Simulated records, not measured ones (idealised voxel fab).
process module | voxel self aligned vias
cross-section cut | 185 nm wide | cells 5 nm
A cross-section is a grid of square cells, given in bands from the top down. A band is one or more rows of cells.
Each band's line starts with the height of the band's top and of its bottom, in nm. Then come its materials from left to right, each with its width in nm. One material with "throughout" fills the band from edge to edge. "air" is empty space.
Height 0 is the level under which the wafer as received is all one material. The lowest band goes on downwards, as in "0 down".
A width such as "30 to 40" changes by the same amount from each row of cells to the next, from the band's top row to its bottom row.
"no change" after a step means that no cell of the cross-section changed.
closed voids: empty space of 8 cells or more with no open way to the top, each as width x height at its distance from the left edge, in nm
after a step's settings: what the simulator itself notes on the step
overlay nm, on a step with a mask: how far to the right of its planned place the mask lay; to the left if negative
plan
1 op RECEIVE | material Si
2 op CONFORMAL_DEP | material SiO2 | thk nm 15
3 op CONFORMAL_DEP | material SiCN | thk nm 5
4 op DIRECTIONAL_DEP | material SiO2 | thk nm 30
5 op DIRECTIONAL_DEP | material aC | thk nm 15
6 op PATTERN | tone open | mask id LINES | material resist | width nm 30 | pitch nm 70 | thk nm 30 | overlay nm 0
7 op DIRECTIONAL_ETCH | etch materials aC | depth nm 15
8 op STRIP | etch materials resist
9 op DIRECTIONAL_ETCH | etch materials SiO2 | depth nm 30
10 op STRIP | etch materials aC
11 op CONFORMAL_DEP | material TiN | thk nm 5
12 op FILL_DEP | material W | thk nm 10
13 op CMP | height nm 50
14 op SELECTIVE_ETCH | etch materials W Ru TiN | depth nm 5
15 op FILL_DEP | material SiN | thk nm 5
16 op CMP | height nm 50
17 op DIRECTIONAL_DEP | material SiO2 | thk nm 15
18 op MASKED_ETCH | tone open | mask id VIAS | width nm 40 | pitch nm 70 | etch materials SiO2 | depth nm 15 | overlay nm 0
19 op MASKED_ETCH | tone open | mask id VIAS | width nm 40 | pitch nm 70 | etch materials SiN | depth nm 5 | overlay nm 0
20 op CONFORMAL_DEP | material TiN | thk nm 5
21 op FILL_DEP | material W | thk nm 5
22 op CMP | height nm 65
23 op CONFORMAL_DEP | material SiCN | thk nm 5
first wafer, as planned
as received, after step 1
  0 down: Si throughout
  closed voids: none
after step 2
  15 to 0: SiO2 throughout
  below 0: unchanged
after step 3
  20 to 15: SiCN throughout
  below 15: unchanged
after step 4
  50 to 20: SiO2 throughout
  below 20: unchanged
after step 5
  65 to 50: aC throughout
  below 50: unchanged
after step 6
  95 to 65: resist 40 | air 30 | resist 40 | air 30 | resist 45
  below 65: unchanged
after step 7
  80 to 65: resist 40 | air 30 | resist 40 | air 30 | resist 45
  65 to 50: aC 40 | air 30 | aC 40 | air 30 | aC 45
  below 50: unchanged
after step 8
  65 to 50: aC 40 | air 30 | aC 40 | air 30 | aC 45
  below 50: unchanged
after step 9
  65 to 50: aC 40 | air 30 | aC 40 | air 30 | aC 45
  50 to 20: SiO2 40 | air 30 | SiO2 40 | air 30 | SiO2 45
  below 20: unchanged
after step 10
  50 to 20: SiO2 40 | air 30 | SiO2 40 | air 30 | SiO2 45
  below 20: unchanged
after step 11
  55 to 50: TiN 45 | air 20 | TiN 50 | air 20 | TiN 50
  50 to 25: SiO2 40 | TiN 5 | air 20 | TiN 5 | SiO2 40 | TiN 5 | air 20 | TiN 5 | SiO2 45
  25 to 20: SiO2 40 | TiN 30 | SiO2 40 | TiN 30 | SiO2 45
  below 20: unchanged
after step 12
  65 to 55: W throughout
  55 to 50: TiN 45 | W 20 | TiN 50 | W 20 | TiN 50
  50 to 25: SiO2 40 | TiN 5 | W 20 | TiN 5 | SiO2 40 | TiN 5 | W 20 | TiN 5 | SiO2 45
  below 25: unchanged
after step 13
  50 to 25: SiO2 40 | TiN 5 | W 20 | TiN 5 | SiO2 40 | TiN 5 | W 20 | TiN 5 | SiO2 45
  below 25: unchanged
after step 14
  50 to 45: SiO2 40 | air 30 | SiO2 40 | air 30 | SiO2 45
  below 45: unchanged
after step 15
  55 to 50: SiN throughout
  50 to 45: SiO2 40 | SiN 30 | SiO2 40 | SiN 30 | SiO2 45
  below 45: unchanged
after step 16
  50 to 45: SiO2 40 | SiN 30 | SiO2 40 | SiN 30 | SiO2 45
  below 45: unchanged
after step 17
  65 to 50: SiO2 throughout
  below 50: unchanged
after step 18
  65 to 50: SiO2 35 | air 40 | SiO2 30 | air 40 | SiO2 40
  below 50: unchanged
after step 19
  65 to 50: SiO2 35 | air 40 | SiO2 30 | air 40 | SiO2 40
  50 to 45: SiO2 40 | air 30 | SiO2 40 | air 30 | SiO2 45
  below 45: unchanged
after step 20
  70 to 65: TiN 40 | air 30 | TiN 40 | air 30 | TiN 45
  65 to 55: SiO2 35 | TiN 5 | air 30 | TiN 5 | SiO2 30 | TiN 5 | air 30 | TiN 5 | SiO2 40
  55 to 50: SiO2 35 | TiN 10 | air 20 | TiN 10 | SiO2 30 | TiN 10 | air 20 | TiN 10 | SiO2 40
  50 to 45: SiO2 40 | TiN 30 | SiO2 40 | TiN 30 | SiO2 45
  below 45: unchanged
after step 21
  75 to 70: W throughout
  70 to 65: TiN 40 | W 30 | TiN 40 | W 30 | TiN 45
  65 to 55: SiO2 35 | TiN 5 | W 30 | TiN 5 | SiO2 30 | TiN 5 | W 30 | TiN 5 | SiO2 40
  55 to 50: SiO2 35 | TiN 10 | W 20 | TiN 10 | SiO2 30 | TiN 10 | W 20 | TiN 10 | SiO2 40
  below 50: unchanged
after step 22
  65 to 55: SiO2 35 | TiN 5 | W 30 | TiN 5 | SiO2 30 | TiN 5 | W 30 | TiN 5 | SiO2 40
  below 55: unchanged
after step 23
  70 to 65: SiCN throughout
  below 65: unchanged
second wafer: like start, like plan, one mistake. Through step 16 it matches the first wafer
when step 17 should have ended
  65 to 50: aC throughout
  below 50: unchanged
when step 18 should have ended: no change
when step 19 should have ended: no change
when step 20 should have ended
  70 to 65: TiN throughout
  below 65: unchanged
when step 21 should have ended
  75 to 70: W throughout
  below 70: unchanged
when step 22 should have ended
  65 to 50: aC throughout
  below 50: unchanged
when step 23 should have ended
  70 to 65: SiCN throughout
  below 65: unchanged
what went wrong: step 17 ran as: op DIRECTIONAL_DEP | material aC | thk nm 15
at the end the second wafer has, in cells: 12 more of SiN | 63 fewer of SiO2 | 28 fewer of TiN | 32 fewer of W | 111 more of aC
